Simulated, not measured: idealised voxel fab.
The process module that follows is named voxel self aligned contacts.
The width of the displayed cross-section, cut, is 210 nm; its cells are square, with a size of 5 nm.
How to read a cross-section here: the picture is a grid of square cells, written as bands going from the top down, and any band can span one or more rows of cells.
Within each band entry, the heights of the top and of the bottom of the band appear first, in that order and in nm; the materials of the band then follow from left to right, each with its corresponding width in nm. The designation "all across" on a single material indicates that it fills the band from edge to edge; the designation "air" indicates empty space.
Beneath 0, the wafer as received is one material, and that level is where height counting begins. The lowest band goes on downward without a bottom; it is written like "from 0 down".
Width: "30 to 40" (first number = top row, second number = bottom row, same change from row to row of cells).
"no modifications" -> step changed no cross-section cell.
This entry, "closed voids", enumerates those empty regions of no fewer than 8 cells that possess no open connection to the top. Each region is reported in the form width x height at distance, the distance being taken from the left edge, with all three quantities expressed in nm.
after a step's settings: what the simulator itself notes on the step
The optional step-line setting "overlay nm" applies to steps with a mask and quantifies how far to the right of its planned location the mask lay, a negative value indicating leftward placement.

BELOW IS THE LIST OF PLANNED PROCESS STEPS
| 1 | RECEIVE with material Si |
| 2 | CONFORMAL_DEP with material SiO2, thk nm 5 |
| 3 | DIRECTIONAL_DEP with material polySi, thk nm 20 |
| 4 | DIRECTIONAL_DEP with material SiN, thk nm 15 |
| 5 | DIRECTIONAL_DEP with material aC, thk nm 10 |
| 6 | PATTERN with tone cover, mask id GATE, material resist, width nm 35, pitch nm 60, thk nm 30, overlay nm 0 |
| 7 | DIRECTIONAL_ETCH with etch materials aC, depth nm 10 |
| 8 | STRIP with etch materials resist |
| 9 | DIRECTIONAL_ETCH with etch materials SiN, depth nm 15 |
| 10 | DIRECTIONAL_ETCH with etch materials polySi, depth nm 20 |
| 11 | STRIP with etch materials aC |
| 12 | CONFORMAL_DEP with material SiN, thk nm 5 |
| 13 | DIRECTIONAL_ETCH with etch materials SiN, depth nm 5 |
| 14 | FILL_DEP with material SiO2, thk nm 15 |
| 15 | CMP with height nm 50 |
| 16 | PATTERN with tone open, mask id CONTACT, material resist, width nm 35, thk nm 20, overlay nm 0 |
| 17 | DIRECTIONAL_ETCH with etch materials SiO2, depth nm 50 |
| 18 | STRIP with etch materials resist |
| 19 | CONFORMAL_DEP with material TiN, thk nm 5 |
| 20 | FILL_DEP with material W, thk nm 5 |
| 21 | CMP with height nm 50 |
| 22 | CONFORMAL_DEP with material SiN, thk nm 5 |

SHOWN IN CROSS-SECTION IS THE WAFER AS RECEIVED, THAT IS, AS IT STANDS AFTER STEP 1
  from 0 down: Si all across
  closed voids: none

POST-MODULE CROSS-SECTION OF THE FIRST OF TWO WAFERS (RUN PER PLAN)
  from 55 to 50: SiN all across
  from 50 to 40: SiO2 (85) | TiN (5 to 15) | W (25 to 5) | TiN (5 to 15) | SiO2 (90)
  from 40 to 25: SiO2 (50) | SiN (45) | TiN (5) | W (5) | TiN (5) | SiN (45) | SiO2 (55)
  from 25 to 5: SiO2 (50) | SiN (5) | polySi (35) | SiN (5) | TiN (5) | W (5) | TiN (5) | SiN (5) | polySi (35) | SiN (5) | SiO2 (55)
  from 5 to 0: SiO2 (95) | TiN (15) | SiO2 (100)
  from 0 down: Si all across
  closed voids: none

NOW THE SECOND WAFER, CROSS-SECTIONED AT THE END OF THE MODULE. NOTHING DIFFERENT AT THE START, NOTHING DIFFERENT IN THE PLAN COMPARED WITH THE FIRST, JUST ONE MISTAKE WHEN IT WAS ACTUALLY RUN
  from 55 to 50: SiN all across
  from 50 to 40: W (80 to 45) | TiN (5 to 40) | SiO2 (35) | TiN (5 to 40) | W (85 to 50)
  from 40 to 25: W (45) | TiN (5) | SiN (45) | SiO2 (15) | SiN (45) | TiN (5) | W (50)
  from 25 to 5: W (45) | TiN (5) | SiN (5) | polySi (35) | SiN (5) | SiO2 (15) | SiN (5) | polySi (35) | SiN (5) | TiN (5) | W (50)
  from 5 to 0: TiN (50) | SiO2 (105) | TiN (55)
  from 0 down: Si all across
  closed voids: none
Deviation noted in wafer processing: step 16 deviated from plan and actually ran as PATTERN with tone cover, mask id CONTACT, material resist, width nm 35, thk nm 20, overlay nm 0
Bottom line after processing is that, in cells, the second wafer is up or down on some materials versus the first: 200 fewer of SiO2 | 28 more of TiN | 172 more of W
